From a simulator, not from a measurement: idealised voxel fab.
process module | voxel gate over fins
We display cut, a cross-section 245 nm in width whose square cells are each 5 nm.
Cross-section layout: square cells on a grid; listed as bands, top to bottom; a band spans one or more cell rows. The band entry comprises the height of the band's top followed by the height of its bottom, expressed in nm, and subsequently the band's materials from left to right, each stated together with its width in nm. Where a single material is marked with the word "edge to edge", that material fills the band from edge to edge. The word "blank" represents empty space. The reference from which all heights are counted is 0, the level beneath which the as-received wafer is entirely one material; the lowest band, having no lower bound, proceeds downward and is written after the example "from 0 down". So if you see something like "30->40" for the width, read it as the top row of the band sitting at the first number and the bottom row at the second, with every row in between moving by the same amount as the last. Where a step carries "remains unaltered", the cross-section came out of it unchanged, cell for cell. Heads up: "Enclosed void entries" only lists the empty pockets with no open path to the top that are 8 cells or more, and it writes them as width x height at distance, distance from the left edge, in nm. Read whatever lies past the settings on a step's line as the simulator's own remark about the step. Regarding "overlay nm": on a step with a mask, it is the distance the mask lay to the right of its planned place; a negative value places it to the left.

These are the steps we planned for the process
1: RECEIVE with material Si
2: CONFORMAL_DEP with material SiN, thk nm 10
3: PATTERN with tone cover, mask id FINS, material resist, width nm 15, pitch nm 50, thk nm 15, overlay nm 0
4: DIRECTIONAL_ETCH with etch materials SiN, depth nm 10
5: DIRECTIONAL_ETCH with etch materials Si, depth nm 40
6: STRIP with etch materials resist
7: FILL_DEP with material SiO2, thk nm 10
8: CMP with height nm 10
9: PATTERN with tone open, mask id RAIL, material resist, width nm 15, thk nm 15, overlay nm 0
10: DIRECTIONAL_ETCH with etch materials SiO2, depth nm 45
11: STRIP with etch materials resist
12: CONFORMAL_DEP with material TiN, thk nm 5
13: FILL_DEP with material W, thk nm 10
14: CMP with height nm 10
15: SELECTIVE_ETCH with etch materials W Ru TiN, depth nm 30
16: FILL_DEP with material SiO2, thk nm 5
17: CMP with height nm 10
18: SELECTIVE_ETCH with etch materials SiO2, depth nm 20
19: STRIP with etch materials SiN
20: CONFORMAL_DEP with material HfO2, thk nm 5
21: CONFORMAL_DEP with material TiN, thk nm 5
22: CONFORMAL_DEP with material TiAl, thk nm 5
23: CONFORMAL_DEP with material TiN, thk nm 5
24: FILL_DEP with material W, thk nm 10
25: CMP with height nm 25
26: CONFORMAL_DEP with material SiN, thk nm 10

Cross-section of the wafer as it came to us, i.e., already through step 1
	from 0 down = Si edge to edge
	Enclosed void entries: none

Wafer cross-section at end of module: start and plan as shown above, one execution error
	from 35 to 25 = SiN edge to edge
	from 25 to 20 = W edge to edge
	from 20 to 15 = 45 of W  155 of TiN  45 of W
	from 15 to 10 = 45 of W  5 of TiN  45 of TiAl  5 of TiN  45 of TiAl  5 of TiN  45 of TiAl  5 of TiN  45 of W
	from 10 to 5 = 50 of TiN  5 of TiAl  35 of TiN  5 of TiAl  5 of TiN  5 of TiAl  35 of TiN  5 of TiAl  5 of TiN  5 of TiAl  35 of TiN  5 of TiAl  50 of TiN
	from 5 to 0 = 55 of TiAl  5 of TiN  25 of HfO2  5 of TiN  15 of TiAl  5 of TiN  25 of HfO2  5 of TiN  15 of TiAl  5 of TiN  25 of HfO2  5 of TiN  55 of TiAl
	from 0 to -5 = 60 of TiN  5 of HfO2  15 of Si  5 of HfO2  25 of TiN  5 of HfO2  15 of Si  5 of HfO2  25 of TiN  5 of HfO2  15 of Si  5 of HfO2  60 of TiN
	from -5 to -10 = 65 of HfO2  15 of Si  35 of HfO2  15 of Si  35 of HfO2  15 of Si  65 of HfO2
	from -10 to -20 = 65 of SiO2  15 of Si  35 of SiO2  15 of Si  35 of SiO2  15 of Si  65 of SiO2
	from -20 to -25 = 65 of SiO2  15 of Si  10 of SiO2  5 of TiN  5 of W  5 of TiN  10 of SiO2  15 of Si  35 of SiO2  15 of Si  65 of SiO2
	from -25 to -30 = 65 of SiO2  15 of Si  10 of SiO2  15 of TiN  10 of SiO2  15 of Si  35 of SiO2  15 of Si  65 of SiO2
	from -30 down = Si edge to edge
	Enclosed void entries: none
Which mistake was made when the wafer was run? step 5 ran as: DIRECTIONAL_ETCH with etch materials Si, depth nm 30
